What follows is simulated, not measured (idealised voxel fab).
Module name: voxel plated lines (process module)
Cross-section cut: width 300 nm, square cells of 5 nm.
Reading order for cross-sections: top band down to bottom band. Underlying form: a grid of square cells. Band size: one or more rows of cells. The entry gives the band's vertical extent as a top height and a bottom height in nm, then its horizontal make-up as materials from left to right, each with a width in nm. "air" stands for empty space; a single material marked "throughout" fills the band edge to edge. Measure heights from 0. That's the level where, below it, the as-received wafer is all one material. The lowest band is bottomless and extends downward; write it as in "0 nm and below". Per-row width for "30 to 40": begins at first number (top row of band), ends at second number (bottom row), increment between rows held constant. Where a step carries "no modification", the cross-section came out of it unchanged, cell for cell. In "Closed void entries" the enclosed voids are listed, meaning empty spaces of 8 cells or larger without any opening to the top. The form is width x height at distance, distance from the left edge, units nm. Past the settings on a step's line: simulator remark, on that step. On any step carrying a mask, the "overlay nm" setting, if present on the step's line, tells how far right of its planned place the mask lay; negative values point to the left.

Listed below are the process steps as planned
- 1: RECEIVE | material Si
- 2: CONFORMAL_DEP | material Al2O3 | thk nm 5
- 3: DIRECTIONAL_DEP | material TiN | thk nm 5
- 4: PATTERN | tone open | mask id LINES | material resist | width nm 20 | pitch nm 35 | thk nm 25 | overlay nm 0
- 5: EPI | material Ru | thk nm 10
- 6: EPI | material Ru | thk nm 10
- 7: STRIP | etch materials resist
- 8: DIRECTIONAL_ETCH | etch materials TiN | depth nm 5
- 9: CONFORMAL_DEP | material SiN | thk nm 5

This is the cross-section of the wafer as we received it, i.e. after step 1
- 0 nm and below | Si throughout
- Closed void entries: none

Cross-sectional image of the first of two wafers at the end of the module, the run having proceeded as planned
- 35 nm to 30 nm | air (80); SiN (30); air (5); SiN (30); air (5); SiN (30); air (5); SiN (30); air (85)
- 30 nm to 10 nm | air (80); SiN (5); Ru (20); SiN (5); air (5); SiN (5); Ru (20); SiN (5); air (5); SiN (5); Ru (20); SiN (5); air (5); SiN (5); Ru (20); SiN (5); air (85)
- 10 nm to 5 nm | SiN (85); TiN (20); SiN (15); TiN (20); SiN (15); TiN (20); SiN (15); TiN (20); SiN (90)
- 5 nm to 0 nm | Al2O3 throughout
- 0 nm and below | Si throughout
- Closed void entries: none

Cross-sectional image of the second wafer of the two following completion of the module. Starting state and process plan were the same as for the first wafer; one execution error occurred
- 45 nm to 40 nm | air (75); SiN (145); air (80)
- 40 nm to 30 nm | air (75); SiN (5 to 10); Ru (30 to 20); SiN (5 to 15); Ru (30 to 20); SiN (5 to 15); Ru (30 to 20); SiN (5 to 15); Ru (30 to 20); SiN (5 to 10); air (80)
- 30 nm to 15 nm | air (80); SiN (5); Ru (20); SiN (5); air (5); SiN (5); Ru (20); SiN (5); air (5); SiN (5); Ru (20); SiN (5); air (5); SiN (5); Ru (20); SiN (5); air (85)
- 15 nm to 10 nm | air (75); SiN (10); Ru (20); SiN (15); Ru (20); SiN (15); Ru (20); SiN (15); Ru (20); SiN (10); air (80)
- 10 nm to 5 nm | SiN (80); TiN (30); SiN (5); TiN (30); SiN (5); TiN (30); SiN (5); TiN (30); SiN (85)
- 5 nm to 0 nm | Al2O3 throughout
- 0 nm and below | Si throughout
- Closed void entries: none
Which mistake was made when the wafer was run? among the identical steps 5 and 6, one was performed twice; which one remains unidentifiable
Final comparison by cell count, materials where the second wafer has more or fewer than the first: Ru: 40 more, SiN: 20 more, TiN: 8 more
